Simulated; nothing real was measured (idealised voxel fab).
A process module follows: voxel capacitor over wiring.
Square cell edge 5 nm, section width 240 nm, ID cut.
Cross-section, as written here: a square-cell grid given band by band from the top down, where a band holds one or more rows of cells. Quick guide to a band line: top height, bottom height (nm) up front; then every material left to right with its width in nm. Only one material and it's marked "full width"? Then it fills the band edge to edge. And "air" just means empty space. Measure heights from 0. That's the level where, below it, the as-received wafer is all one material. The lowest band is bottomless and extends downward; write it as in "0 nm and below". With a width like "30->40", each row of cells in the band differs from the next by the same amount, the top row carrying the first number and the bottom row the second. It should be understood that the words "identical to before", when stated for a given step, signify that the cross-section underwent no change in any of its cells during that step. "Completely enclosed voids" specifies each empty space that is not open to the top and that occupies no fewer than 8 cells, using the form width x height at distance, the distance measured from the left edge and all three quantities in nm. Whatever follows a step's settings on its line is a remark the simulator itself makes about that step. overlay nm: how far to the right of its planned place the mask lay on this masked step (negative: to the left).

Planned process steps
1 op RECEIVE | material Si
2 op CONFORMAL_DEP | material SiO2 | thk nm 10
3 op CONFORMAL_DEP | material SiCN | thk nm 5
4 op DIRECTIONAL_DEP | material SiO2 | thk nm 20
5 op DIRECTIONAL_DEP | material aC | thk nm 15
6 op PATTERN | tone open | mask id METAL_1 | material resist | width nm 30 | pitch nm 90 | thk nm 30 | overlay nm 0
7 op DIRECTIONAL_ETCH | etch materials aC | depth nm 15
8 op STRIP | etch materials resist
9 op DIRECTIONAL_ETCH | etch materials SiO2 | depth nm 20
10 op DIRECTIONAL_ETCH | etch materials SiCN | depth nm 5
11 op STRIP | etch materials aC
12 op CONFORMAL_DEP | material TiN | thk nm 5
13 op FILL_DEP | material Cu | thk nm 10
14 op CMP | height nm 35
15 op CONFORMAL_DEP | material SiCN | thk nm 5
16 op DIRECTIONAL_DEP | material lowk | thk nm 20
17 op DIRECTIONAL_DEP | material aC | thk nm 10
18 op PATTERN | tone open | mask id PLUG_1 | material resist | width nm 15 | thk nm 30 | overlay nm 0
19 op DIRECTIONAL_ETCH | etch materials aC | depth nm 10
20 op STRIP | etch materials resist
21 op DIRECTIONAL_ETCH | etch materials lowk | depth nm 20
22 op DIRECTIONAL_ETCH | etch materials SiCN | depth nm 5
23 op STRIP | etch materials aC
24 op EPI | material Ru | thk nm 10
25 op EPI | material Ru | thk nm 10
26 op EPI | material Ru | thk nm 5
27 op DIRECTIONAL_DEP | material TiN | thk nm 10
28 op DIRECTIONAL_DEP | material HfO2 | thk nm 5
29 op DIRECTIONAL_DEP | material TiN | thk nm 10
30 op PATTERN | tone cover | mask id UPPER_PLATE | material resist | width nm 65 | thk nm 20 | overlay nm 0
31 op DIRECTIONAL_ETCH | etch materials TiN | depth nm 10
32 op DIRECTIONAL_ETCH | etch materials HfO2 | depth nm 5
33 op STRIP | etch materials resist
34 op DIRECTIONAL_DEP | material aC | thk nm 10
35 op PATTERN | tone cover | mask id LOWER_PLATE | material resist | width nm 75 | thk nm 25 | overlay nm 0
36 op DIRECTIONAL_ETCH | etch materials aC | depth nm 10
37 op STRIP | etch materials resist
38 op DIRECTIONAL_ETCH | etch materials TiN | depth nm 10
39 op STRIP | etch materials aC
40 op FILL_DEP | material SiO2 | thk nm 20
41 op CMP | height nm 100
42 op DIRECTIONAL_DEP | material aC | thk nm 10
43 op PATTERN | tone open | mask id PLUG_2 | material resist | width nm 15 | thk nm 25 | overlay nm 0
44 op DIRECTIONAL_ETCH | etch materials aC | depth nm 10
45 op STRIP | etch materials resist
46 op DIRECTIONAL_ETCH | etch materials SiO2 | depth nm 15
47 op STRIP | etch materials aC
48 op CONFORMAL_DEP | material TiN | thk nm 5
49 op FILL_DEP | material Cu | thk nm 5
50 op CMP | height nm 100
51 op CONFORMAL_DEP | material SiCN | thk nm 5

As received (post step 1): cross-section
- 0 nm and below: Si full width
- Completely enclosed voids: none

Cross-section taken at module completion on the first of two wafers; processed per the plan
- 105 nm to 100 nm: SiCN full width
- 100 nm to 90 nm: SiO2 85 nm / TiN 5 nm / Cu 5 nm / TiN 5 nm / SiO2 140 nm
- 90 nm to 85 nm: SiO2 85 nm / TiN 15 nm / SiO2 140 nm
- 85 nm to 75 nm: SiO2 75 nm / TiN 65 nm / SiO2 100 nm
- 75 nm to 70 nm: SiO2 75 nm / HfO2 65 nm / SiO2 100 nm
- 70 nm to 60 nm: SiO2 70 nm / TiN 75 nm / SiO2 95 nm
- 60 nm to 40 nm: lowk 75 nm / Ru 15 nm / lowk 150 nm
- 40 nm to 35 nm: SiCN 75 nm / Ru 15 nm / SiCN 150 nm
- 35 nm to 15 nm: SiO2 60 nm / TiN 5 nm / Cu 20 nm / TiN 5 nm / SiO2 60 nm / TiN 5 nm / Cu 20 nm / TiN 5 nm / SiO2 60 nm
- 15 nm to 10 nm: SiCN 60 nm / TiN 30 nm / SiCN 60 nm / TiN 30 nm / SiCN 60 nm
- 10 nm to 0 nm: SiO2 full width
- 0 nm and below: Si full width
- Completely enclosed voids: none

Now the second wafer, cross-sectioned at the end of the module. Nothing different at the start, nothing different in the plan compared with the first, just one mistake when it was actually run
- 105 nm to 100 nm: SiCN full width
- 100 nm to 90 nm: SiO2 85 nm / TiN 5 nm / Cu 5 nm / TiN 5 nm / SiO2 140 nm
- 90 nm to 85 nm: SiO2 85 nm / TiN 15 nm / SiO2 140 nm
- 85 nm to 80 nm: SiO2 full width
- 80 nm to 70 nm: SiO2 75 nm / TiN 65 nm / SiO2 100 nm
- 70 nm to 60 nm: SiO2 70 nm / TiN 75 nm / SiO2 95 nm
- 60 nm to 40 nm: lowk 75 nm / Ru 15 nm / lowk 150 nm
- 40 nm to 35 nm: SiCN 75 nm / Ru 15 nm / SiCN 150 nm
- 35 nm to 15 nm: SiO2 60 nm / TiN 5 nm / Cu 20 nm / TiN 5 nm / SiO2 60 nm / TiN 5 nm / Cu 20 nm / TiN 5 nm / SiO2 60 nm
- 15 nm to 10 nm: SiCN 60 nm / TiN 30 nm / SiCN 60 nm / TiN 30 nm / SiCN 60 nm
- 10 nm to 0 nm: SiO2 full width
- 0 nm and below: Si full width
- Completely enclosed voids: none
what went wrong: step 28 of the plan was omitted and not executed
Final comparison by cell count, materials where the second wafer has more or fewer than the first: HfO2 -13; SiO2 +13
